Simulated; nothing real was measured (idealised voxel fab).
This is a process module. Its name is voxel trench capacitor.
Section shown: cut. Width: 230 nm. Cell size: 5 nm, square.
The cross-sections in this document take the form of a grid made of square cells. They are written out as bands, in order from top to bottom. Each band consists of one or more rows of cells. Top height, bottom height, nm. Materials left to right, width each, nm. Single material + "everywhere" = fills band edge to edge. "empty" = empty. Basically, 0 is our baseline, since under it the wafer straight out of the box is all one material. The bottom band has no lower end and keeps on going down, so it looks like "z 0 and below". The two numbers in a width such as "30 to 40" mark its ends across the band: the first belongs to the top row of cells, the second to the bottom row, and from each row to the next the width moves by the same amount. The designation "no change occurred", where it is given for a processing step, indicates that no cell of the cross-section was altered in the course of that step. Listed in "Fully closed voids": every empty space of 8 or more cells without an open way to the top. Form: width x height at distance, the distance being from the left edge, all in nm. Anything after a step's settings on that line? It's the simulator's own note about the step. You can add "overlay nm" to a step's line. For a step with a mask, it describes how far the mask lay to the right of its planned position, and a negative number describes a lay to the left.
-- Planned process steps
1,RECEIVE [material Si]
2,CONFORMAL_DEP [material SiN] [thk nm 5]
3,DIRECTIONAL_DEP [material aC] [thk nm 15]
4,PATTERN [tone open] [mask id TRENCH] [material resist] [width nm 30] [pitch nm 55] [thk nm 35] [overlay nm 0]
5,DIRECTIONAL_ETCH [etch materials aC] [depth nm 15]
6,STRIP [etch materials resist]
7,DIRECTIONAL_ETCH [etch materials SiN] [depth nm 5]
8,DIRECTIONAL_ETCH [etch materials Si] [depth nm 35]
9,STRIP [etch materials aC]
10,CONFORMAL_DEP [material HfO2] [thk nm 5]
11,CONFORMAL_DEP [material TiN] [thk nm 5]
12,FILL_DEP [material W] [thk nm 5]
13,CMP [height nm 5]
-- as received, after step 1
> z 0 and below | Si everywhere
> Fully closed voids: none
-- Final wafer profile in cross-section after the module, from the same start and plan as above, with one mistake made during processing
> z 5 to 0 | 20 SiN, 5 HfO2, 5 TiN, 10 W, 5 TiN, 5 HfO2, 25 SiN, 5 HfO2, 5 TiN, 10 W, 5 TiN, 5 HfO2, 25 SiN, 5 HfO2, 5 TiN, 10 W, 5 TiN, 5 HfO2, 25 SiN, 5 HfO2, 5 TiN, 10 W, 5 TiN, 5 HfO2, 15 SiN
> z 0 to -25 | 20 Si, 5 HfO2, 5 TiN, 10 W, 5 TiN, 5 HfO2, 25 Si, 5 HfO2, 5 TiN, 10 W, 5 TiN, 5 HfO2, 25 Si, 5 HfO2, 5 TiN, 10 W, 5 TiN, 5 HfO2, 25 Si, 5 HfO2, 5 TiN, 10 W, 5 TiN, 5 HfO2, 15 Si
> z -25 to -30 | 20 Si, 5 HfO2, 20 TiN, 5 HfO2, 25 Si, 5 HfO2, 20 TiN, 5 HfO2, 25 Si, 5 HfO2, 20 TiN, 5 HfO2, 25 Si, 5 HfO2, 20 TiN, 5 HfO2, 15 Si
> z -30 to -35 | 20 Si, 30 HfO2, 25 Si, 30 HfO2, 25 Si, 30 HfO2, 25 Si, 30 HfO2, 15 Si
> z -35 and below | Si everywhere
> Fully closed voids: none
Deviation noted in wafer processing: step 4 was not run as planned; what actually ran was PATTERN [tone open] [mask id TRENCH] [material resist] [width nm 30] [pitch nm 55] [thk nm 35] [overlay nm 5]
